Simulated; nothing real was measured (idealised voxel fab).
process module | voxel gate over fins
cross-section cut | 145 nm wide | cells 5 nm
A cross-section is a grid of square cells, given in bands from the top down. A band is one or more rows of cells.
Each band's line starts with the height of the band's top and of its bottom, in nm. Then come its materials from left to right, each with its width in nm. One material with "throughout" fills the band from edge to edge. "air" is empty space.
Height 0 is the level under which the wafer as received is all one material. The lowest band goes on downwards, as in "0 down".
A width such as "30 to 40" changes by the same amount from each row of cells to the next, from the band's top row to its bottom row.
"no change" after a step means that no cell of the cross-section changed.
closed voids: empty space of 8 cells or more with no open way to the top, each as width x height at its distance from the left edge, in nm
after a step's settings: what the simulator itself notes on the step
overlay nm, on a step with a mask: how far to the right of its planned place the mask lay; to the left if negative
plan
1 op RECEIVE | material Si
2 op CONFORMAL_DEP | material SiN | thk nm 10
3 op MASKED_ETCH | tone cover | mask id FINS | width nm 15 | pitch nm 45 | etch materials SiN | depth nm 10 | overlay nm 0
4 op MASKED_ETCH | tone cover | mask id FINS | width nm 15 | pitch nm 45 | etch materials Si | depth nm 35 | overlay nm 0
5 op OXIDIZE | depth nm 5
6 op FILL_DEP | material SiO2 | thk nm 10
7 op CMP | height nm 10
8 op SELECTIVE_ETCH | etch materials SiO2 | depth nm 25
9 op STRIP | etch materials SiN
10 op CONFORMAL_DEP | material HfO2 | thk nm 5
11 op CONFORMAL_DEP | material TiN | thk nm 5
12 op CONFORMAL_DEP | material TiAl | thk nm 5
13 op CONFORMAL_DEP | material TiN | thk nm 5
14 op FILL_DEP | material W | thk nm 10
15 op CMP | height nm 25
16 op CONFORMAL_DEP | material SiCN | thk nm 10
first wafer, as planned
as received, after step 1
  0 down: Si throughout
  closed voids: none
after step 2
  10 to 0: SiN throughout
  below 0: unchanged
after step 3
  10 to 0: air 20 | SiN 15 | air 30 | SiN 15 | air 30 | SiN 15 | air 20
  below 0: unchanged
after step 4
  10 to 0: air 20 | SiN 15 | air 30 | SiN 15 | air 30 | SiN 15 | air 20
  0 to -35: air 20 | Si 15 | air 30 | Si 15 | air 30 | Si 15 | air 20
  below -35: unchanged
after step 5
  10 to 0: air 20 | SiN 15 | air 30 | SiN 15 | air 30 | SiN 15 | air 20
  0 to -35: air 20 | SiO2 5 | Si 5 | SiO2 5 | air 30 | SiO2 5 | Si 5 | SiO2 5 | air 30 | SiO2 5 | Si 5 | SiO2 5 | air 20
  -35 to -40: SiO2 25 | Si 5 | SiO2 40 | Si 5 | SiO2 40 | Si 5 | SiO2 25
  below -40: unchanged
after step 6
  20 to 10: SiO2 throughout
  10 to 0: SiO2 20 | SiN 15 | SiO2 30 | SiN 15 | SiO2 30 | SiN 15 | SiO2 20
  0 to -40: SiO2 25 | Si 5 | SiO2 40 | Si 5 | SiO2 40 | Si 5 | SiO2 25
  below -40: unchanged
after step 7
  10 to 0: SiO2 20 | SiN 15 | SiO2 30 | SiN 15 | SiO2 30 | SiN 15 | SiO2 20
  below 0: unchanged
after step 8
  10 to 0: air 20 | SiN 15 | air 30 | SiN 15 | air 30 | SiN 15 | air 20
  0 to -15: air 25 | Si 5 | air 40 | Si 5 | air 40 | Si 5 | air 25
  below -15: unchanged
after step 9
  0 to -15: air 25 | Si 5 | air 40 | Si 5 | air 40 | Si 5 | air 25
  below -15: unchanged
after step 10
  5 to 0: air 20 | HfO2 15 | air 30 | HfO2 15 | air 30 | HfO2 15 | air 20
  0 to -10: air 20 | HfO2 5 | Si 5 | HfO2 5 | air 30 | HfO2 5 | Si 5 | HfO2 5 | air 30 | HfO2 5 | Si 5 | HfO2 5 | air 20
  -10 to -15: HfO2 25 | Si 5 | HfO2 40 | Si 5 | HfO2 40 | Si 5 | HfO2 25
  below -15: unchanged
after step 11
  10 to 5: air 15 | TiN 25 | air 20 | TiN 25 | air 20 | TiN 25 | air 15
  5 to 0: air 15 | TiN 5 | HfO2 15 | TiN 5 | air 20 | TiN 5 | HfO2 15 | TiN 5 | air 20 | TiN 5 | HfO2 15 | TiN 5 | air 15
  0 to -5: air 15 | TiN 5 | HfO2 5 | Si 5 | HfO2 5 | TiN 5 | air 20 | TiN 5 | HfO2 5 | Si 5 | HfO2 5 | TiN 5 | air 20 | TiN 5 | HfO2 5 | Si 5 | HfO2 5 | TiN 5 | air 15
  -5 to -10: TiN 20 | HfO2 5 | Si 5 | HfO2 5 | TiN 30 | HfO2 5 | Si 5 | HfO2 5 | TiN 30 | HfO2 5 | Si 5 | HfO2 5 | TiN 20
  below -10: unchanged
after step 12
  15 to 10: air 10 | TiAl 35 | air 10 | TiAl 35 | air 10 | TiAl 35 | air 10
  10 to 5: air 10 | TiAl 5 | TiN 25 | TiAl 5 | air 10 | TiAl 5 | TiN 25 | TiAl 5 | air 10 | TiAl 5 | TiN 25 | TiAl 5 | air 10
  5 to 0: air 10 | TiAl 5 | TiN 5 | HfO2 15 | TiN 5 | TiAl 5 | air 10 | TiAl 5 | TiN 5 | HfO2 15 | TiN 5 | TiAl 5 | air 10 | TiAl 5 | TiN 5 | HfO2 15 | TiN 5 | TiAl 5 | air 10
  0 to -5: TiAl 15 | TiN 5 | HfO2 5 | Si 5 | HfO2 5 | TiN 5 | TiAl 20 | TiN 5 | HfO2 5 | Si 5 | HfO2 5 | TiN 5 | TiAl 20 | TiN 5 | HfO2 5 | Si 5 | HfO2 5 | TiN 5 | TiAl 15
  below -5: unchanged
after step 13
  20 to 15: air 5 | TiN 135 | air 5
  15 to 10: air 5 | TiN 5 | TiAl 35 | TiN 10 | TiAl 35 | TiN 10 | TiAl 35 | TiN 5 | air 5
  10 to 5: air 5 | TiN 5 | TiAl 5 | TiN 25 | TiAl 5 | TiN 10 | TiAl 5 | TiN 25 | TiAl 5 | TiN 10 | TiAl 5 | TiN 25 | TiAl 5 | TiN 5 | air 5
  5 to 0: TiN 10 | TiAl 5 | TiN 5 | HfO2 15 | TiN 5 | TiAl 5 | TiN 10 | TiAl 5 | TiN 5 | HfO2 15 | TiN 5 | TiAl 5 | TiN 10 | TiAl 5 | TiN 5 | HfO2 15 | TiN 5 | TiAl 5 | TiN 10
  below 0: unchanged
after step 14
  30 to 20: W throughout
  20 to 15: W 5 | TiN 135 | W 5
  15 to 10: W 5 | TiN 5 | TiAl 35 | TiN 10 | TiAl 35 | TiN 10 | TiAl 35 | TiN 5 | W 5
  10 to 5: W 5 | TiN 5 | TiAl 5 | TiN 25 | TiAl 5 | TiN 10 | TiAl 5 | TiN 25 | TiAl 5 | TiN 10 | TiAl 5 | TiN 25 | TiAl 5 | TiN 5 | W 5
  below 5: unchanged
after step 15
  25 to 20: W throughout
  below 20: unchanged
after step 16
  35 to 25: SiCN throughout
  below 25: unchanged
second wafer: like start, like plan, one mistake. Through step 3 it matches the first wafer
when step 4 should have ended
  10 to 0: air 20 | SiN 15 | air 30 | SiN 15 | air 30 | SiN 15 | air 20
  0 to -35: air 15 | Si 25 | air 20 | Si 25 | air 20 | Si 25 | air 15
  below -35: unchanged
when step 5 should have ended
  10 to 0: air 20 | SiN 15 | air 30 | SiN 15 | air 30 | SiN 15 | air 20
  0 to -5: air 15 | SiO2 10 | Si 5 | SiO2 10 | air 20 | SiO2 10 | Si 5 | SiO2 10 | air 20 | SiO2 10 | Si 5 | SiO2 10 | air 15
  -5 to -35: air 15 | SiO2 5 | Si 15 | SiO2 5 | air 20 | SiO2 5 | Si 15 | SiO2 5 | air 20 | SiO2 5 | Si 15 | SiO2 5 | air 15
  -35 to -40: SiO2 20 | Si 15 | SiO2 30 | Si 15 | SiO2 30 | Si 15 | SiO2 20
  below -40: unchanged
when step 6 should have ended
  20 to 10: SiO2 throughout
  10 to 0: SiO2 20 | SiN 15 | SiO2 30 | SiN 15 | SiO2 30 | SiN 15 | SiO2 20
  0 to -5: SiO2 25 | Si 5 | SiO2 40 | Si 5 | SiO2 40 | Si 5 | SiO2 25
  -5 to -40: SiO2 20 | Si 15 | SiO2 30 | Si 15 | SiO2 30 | Si 15 | SiO2 20
  below -40: unchanged
when step 7 should have ended
  10 to 0: SiO2 20 | SiN 15 | SiO2 30 | SiN 15 | SiO2 30 | SiN 15 | SiO2 20
  below 0: unchanged
when step 8 should have ended
  10 to 0: air 20 | SiN 15 | air 30 | SiN 15 | air 30 | SiN 15 | air 20
  0 to -5: air 25 | Si 5 | air 40 | Si 5 | air 40 | Si 5 | air 25
  -5 to -15: air 20 | Si 15 | air 30 | Si 15 | air 30 | Si 15 | air 20
  below -15: unchanged
when step 9 should have ended
  0 to -5: air 25 | Si 5 | air 40 | Si 5 | air 40 | Si 5 | air 25
  below -5: unchanged
when step 10 should have ended
  5 to 0: air 20 | HfO2 15 | air 30 | HfO2 15 | air 30 | HfO2 15 | air 20
  0 to -10: air 15 | HfO2 10 to 5 | Si 5 to 15 | HfO2 10 to 5 | air 20 | HfO2 10 to 5 | Si 5 to 15 | HfO2 10 to 5 | air 20 | HfO2 10 to 5 | Si 5 to 15 | HfO2 10 to 5 | air 15
  -10 to -15: HfO2 20 | Si 15 | HfO2 30 | Si 15 | HfO2 30 | Si 15 | HfO2 20
  below -15: unchanged
when step 11 should have ended
  10 to 5: air 15 | TiN 25 | air 20 | TiN 25 | air 20 | TiN 25 | air 15
  5 to 0: air 10 | TiN 10 | HfO2 15 | TiN 10 | air 10 | TiN 10 | HfO2 15 | TiN 10 | air 10 | TiN 10 | HfO2 15 | TiN 10 | air 10
  0 to -5: air 10 | TiN 5 | HfO2 10 | Si 5 | HfO2 10 | TiN 5 | air 10 | TiN 5 | HfO2 10 | Si 5 | HfO2 10 | TiN 5 | air 10 | TiN 5 | HfO2 10 | Si 5 | HfO2 10 | TiN 5 | air 10
  -5 to -10: TiN 15 | HfO2 5 | Si 15 | HfO2 5 | TiN 20 | HfO2 5 | Si 15 | HfO2 5 | TiN 20 | HfO2 5 | Si 15 | HfO2 5 | TiN 15
  below -10: unchanged
when step 12 should have ended
  15 to 10: air 10 | TiAl 35 | air 10 | TiAl 35 | air 10 | TiAl 35 | air 10
  10 to 5: air 5 | TiAl 10 | TiN 25 | TiAl 20 | TiN 25 | TiAl 20 | TiN 25 | TiAl 10 | air 5
  5 to 0: air 5 | TiAl 5 | TiN 10 | HfO2 15 | TiN 10 | TiAl 10 | TiN 10 | HfO2 15 | TiN 10 | TiAl 10 | TiN 10 | HfO2 15 | TiN 10 | TiAl 5 | air 5
  0 to -5: TiAl 10 | TiN 5 | HfO2 10 | Si 5 | HfO2 10 | TiN 5 | TiAl 10 | TiN 5 | HfO2 10 | Si 5 | HfO2 10 | TiN 5 | TiAl 10 | TiN 5 | HfO2 10 | Si 5 | HfO2 10 | TiN 5 | TiAl 10
  below -5: unchanged
when step 13 should have ended
  20 to 15: air 5 | TiN 135 | air 5
  15 to 10: TiN 10 | TiAl 35 | TiN 10 | TiAl 35 | TiN 10 | TiAl 35 | TiN 10
  10 to 5: TiN 5 | TiAl 10 | TiN 25 | TiAl 20 | TiN 25 | TiAl 20 | TiN 25 | TiAl 10 | TiN 5
  5 to 0: TiN 5 | TiAl 5 | TiN 10 | HfO2 15 | TiN 10 | TiAl 10 | TiN 10 | HfO2 15 | TiN 10 | TiAl 10 | TiN 10 | HfO2 15 | TiN 10 | TiAl 5 | TiN 5
  below 0: unchanged
when step 14 should have ended
  30 to 20: W throughout
  20 to 15: W 5 | TiN 135 | W 5
  below 15: unchanged
when step 15 should have ended
  25 to 20: W throughout
  below 20: unchanged
when step 16 should have ended
  35 to 25: SiCN throughout
  below 25: unchanged
what went wrong: step 4 ran as: op MASKED_ETCH | tone cover | mask id FINS | width nm 25 | pitch nm 45 | etch materials Si | depth nm 35 | overlay nm 0
at the end the second wafer has, in cells: 42 more of Si | 30 fewer of SiO2 | 8 fewer of TiN | 4 fewer of W
